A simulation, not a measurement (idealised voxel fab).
The process module that follows is named voxel lift off.
Section shown: cut. Width: 260 nm. Cell size: 5 nm, square.
In this document a cross-section is written as a grid of square cells. It is given as a series of bands, listed from the top down, and a band is one or more rows of cells. In this notation a band is specified by the heights of its top and bottom, in that order and in nm, after which its materials appear from left to right, each paired with its width in nm. The word "all across" attached to a single material means that material fills the band from edge to edge; the word "air" stands for empty space. The level at which height equals 0 is the one under which the wafer, as it arrives, is entirely one material. No lower edge exists for the bottom band, which continues downward and is notated as in "top 0, no bottom". Quick explanation for "30->40": the width changes in equal steps down the rows of cells, from the first number in the band's top row to the second number in its bottom row. A step reported as "identical to before" is a step in which no cell of the cross-section changed. Basically, "Enclosed void inventory" tells you about the enclosed voids: empty spaces with no open way to the top, 8 cells or bigger, each written width x height at distance, where distance is from the left edge, all in nm. It should be noted that, on the line of a given step, the content following the step's settings is a remark produced by the simulator itself with respect to that step. overlay nm: mask offset rightward from planned place, masked step; negative means leftward offset.
The planned process steps are enumerated hereunder
1: RECEIVE with material Si
2: CONFORMAL_DEP with material SiO2, thk nm 15
3: PATTERN with tone open, mask id LINES, material resist, width nm 15, pitch nm 45, thk nm 30, overlay nm 0
4: DIRECTIONAL_DEP with material Ru, thk nm 15
5: STRIP with etch materials resist
6: CONFORMAL_DEP with material SiN, thk nm 5
First wafer of two (run as planned)
Received-state cross-section, reflecting completion of step 1
  top 0, no bottom  Si all across
  Enclosed void inventory: none
The wafer, seen in cross-section, after step 2
  top 15, bottom 0  SiO2 all across
  Nothing below the height 0 has changed.
The wafer, seen in cross-section, after step 3
  top 45, bottom 15  100 resist  15 air  30 resist  15 air  100 resist
  Nothing below the height 15 has changed.
The wafer, seen in cross-section, after step 4
  top 60, bottom 45  100 Ru  15 air  30 Ru  15 air  100 Ru
  top 45, bottom 30  100 resist  15 air  30 resist  15 air  100 resist
  top 30, bottom 15  100 resist  15 Ru  30 resist  15 Ru  100 resist
  Nothing below the height 15 has changed.
The wafer, seen in cross-section, after step 5
  top 30, bottom 15  100 air  15 Ru  30 air  15 Ru  100 air
  Nothing below the height 15 has changed.
The wafer, seen in cross-section, after step 6
  top 35, bottom 30  95 air  25 SiN  20 air  25 SiN  95 air
  top 30, bottom 20  95 air  5 SiN  15 Ru  5 SiN  20 air  5 SiN  15 Ru  5 SiN  95 air
  top 20, bottom 15  100 SiN  15 Ru  30 SiN  15 Ru  100 SiN
  Nothing below the height 15 has changed.
It is to be noted that the second wafer proceeded from the same initial state and according to the same plan as the first, although one mistake was committed in its execution; through step 5, inclusive, the two wafers share an identical history
The second wafer cut through, at the time step 6 was supposed to be finished
  top 35, bottom 20  95 air  25 Ru  20 air  25 Ru  95 air
  top 20, bottom 15  Ru all across
  Nothing below the height 15 has changed.
Diagnosis: so step 6 ended up running with a different setting than we planned, it ran as CONFORMAL_DEP with material Ru, thk nm 5
In the final state, the cell counts of the second wafer exceed or fall short of those of the first for the following materials: 64 more of Ru | 64 fewer of SiN
